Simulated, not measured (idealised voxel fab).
The following is a process module called voxel self aligned vias.
In the cross-section labelled cut, the width is 240 nm and each square cell is 5 nm.
Cross-sections here: square-cell grids, written as top-down lists of bands, a band being one or more rows of cells. For a band, the entry starts with two heights in nm, that of the top and then that of the bottom, and carries on with the band's materials in order from left to right, each alongside its width in nm; the word "all across" beside a single material means it fills the band edge to edge, and "blank" means empty space. Where do heights start? At 0: under that level the wafer as delivered is made of one material only. And the lowest band has no floor; it just carries on downward, as in "from 0 down". Graded width ("30 to 40"): value in top row of band = first number; value in bottom row = second number; row-to-row change constant. "same as before" for a step: no cell of the cross-section changed in that step. If an empty space has no open way to the top and is at least 8 cells in size, "Enclosed cavities" lists it, written width x height at distance, where distance is measured from the left edge and every value is in nm. On a step's line, text after the settings is the simulator commenting on that step. overlay nm: on a step with a mask, how far right of its planned place the mask lay; negative means left.

The following list gives the planned process steps:
step 1: RECEIVE | material Si
step 2: CONFORMAL_DEP | material SiO2 | thk nm 10
step 3: CONFORMAL_DEP | material SiCN | thk nm 5
step 4: DIRECTIONAL_DEP | material lowk | thk nm 25
step 5: PATTERN | tone open | mask id LINES | material resist | width nm 25 | pitch nm 60 | thk nm 20 | overlay nm 0
step 6: DIRECTIONAL_ETCH | etch materials lowk | depth nm 25
step 7: STRIP | etch materials resist
step 8: CONFORMAL_DEP | material TiN | thk nm 5
step 9: FILL_DEP | material W | thk nm 5
step 10: CMP | height nm 40
step 11: SELECTIVE_ETCH | etch materials W Ru TiN | depth nm 10
step 12: FILL_DEP | material SiN | thk nm 10
step 13: CMP | height nm 40
step 14: DIRECTIONAL_DEP | material lowk | thk nm 20
step 15: DIRECTIONAL_DEP | material aC | thk nm 10
step 16: PATTERN | tone open | mask id VIAS | material resist | width nm 45 | pitch nm 120 | thk nm 30 | overlay nm 0
step 17: DIRECTIONAL_ETCH | etch materials aC | depth nm 10
step 18: STRIP | etch materials resist
step 19: DIRECTIONAL_ETCH | etch materials lowk | depth nm 20
step 20: DIRECTIONAL_ETCH | etch materials SiN | depth nm 10
step 21: STRIP | etch materials aC
step 22: CONFORMAL_DEP | material TiN | thk nm 5
step 23: FILL_DEP | material Cu | thk nm 5
step 24: CMP | height nm 60
step 25: CONFORMAL_DEP | material SiN | thk nm 5

Cross-section of the wafer upon arrival, representing the state reached after step 1:
> from 0 down | Si all across
> Enclosed cavities: none

First wafer at the end, as planned:
> from 65 to 60 | SiN all across
> from 60 to 45 | 35 nm lowk | 5 nm TiN | 35 nm Cu | 5 nm TiN | 75 nm lowk | 5 nm TiN | 35 nm Cu | 5 nm TiN | 40 nm lowk
> from 45 to 40 | 35 nm lowk | 15 nm TiN | 15 nm Cu | 15 nm TiN | 75 nm lowk | 15 nm TiN | 15 nm Cu | 15 nm TiN | 40 nm lowk
> from 40 to 35 | 45 nm lowk | 5 nm TiN | 15 nm Cu | 5 nm TiN | 35 nm lowk | 25 nm SiN | 35 nm lowk | 5 nm TiN | 15 nm Cu | 5 nm TiN | 50 nm lowk
> from 35 to 30 | 45 nm lowk | 25 nm TiN | 35 nm lowk | 25 nm SiN | 35 nm lowk | 25 nm TiN | 50 nm lowk
> from 30 to 20 | 45 nm lowk | 5 nm TiN | 15 nm W | 5 nm TiN | 35 nm lowk | 5 nm TiN | 15 nm W | 5 nm TiN | 35 nm lowk | 5 nm TiN | 15 nm W | 5 nm TiN | 50 nm lowk
> from 20 to 15 | 45 nm lowk | 25 nm TiN | 35 nm lowk | 25 nm TiN | 35 nm lowk | 25 nm TiN | 50 nm lowk
> from 15 to 10 | SiCN all across
> from 10 to 0 | SiO2 all across
> from 0 down | Si all across
> Enclosed cavities: none

Wafer two, sectioned after the module: the first wafer's start, the first wafer's plan, and one mistake in how it was run:
> from 75 to 60 | SiN all across
> from 60 to 45 | 35 nm lowk | 5 nm TiN | 35 nm Cu | 5 nm TiN | 75 nm lowk | 5 nm TiN | 35 nm Cu | 5 nm TiN | 40 nm lowk
> from 45 to 40 | 35 nm lowk | 15 nm TiN | 15 nm Cu | 15 nm TiN | 75 nm lowk | 15 nm TiN | 15 nm Cu | 15 nm TiN | 40 nm lowk
> from 40 to 35 | 45 nm lowk | 5 nm TiN | 15 nm Cu | 5 nm TiN | 35 nm lowk | 25 nm SiN | 35 nm lowk | 5 nm TiN | 15 nm Cu | 5 nm TiN | 50 nm lowk
> from 35 to 30 | 45 nm lowk | 25 nm TiN | 35 nm lowk | 25 nm SiN | 35 nm lowk | 25 nm TiN | 50 nm lowk
> from 30 to 20 | 45 nm lowk | 5 nm TiN | 15 nm W | 5 nm TiN | 35 nm lowk | 5 nm TiN | 15 nm W | 5 nm TiN | 35 nm lowk | 5 nm TiN | 15 nm W | 5 nm TiN | 50 nm lowk
> from 20 to 15 | 45 nm lowk | 25 nm TiN | 35 nm lowk | 25 nm TiN | 35 nm lowk | 25 nm TiN | 50 nm lowk
> from 15 to 10 | SiCN all across
> from 10 to 0 | SiO2 all across
> from 0 down | Si all across
> Enclosed cavities: none
The plan and the run diverged here: note that step 25 departed from the planned setting and was carried out as CONFORMAL_DEP | material SiN | thk nm 15
at the end the second wafer has, in cells: SiN +96
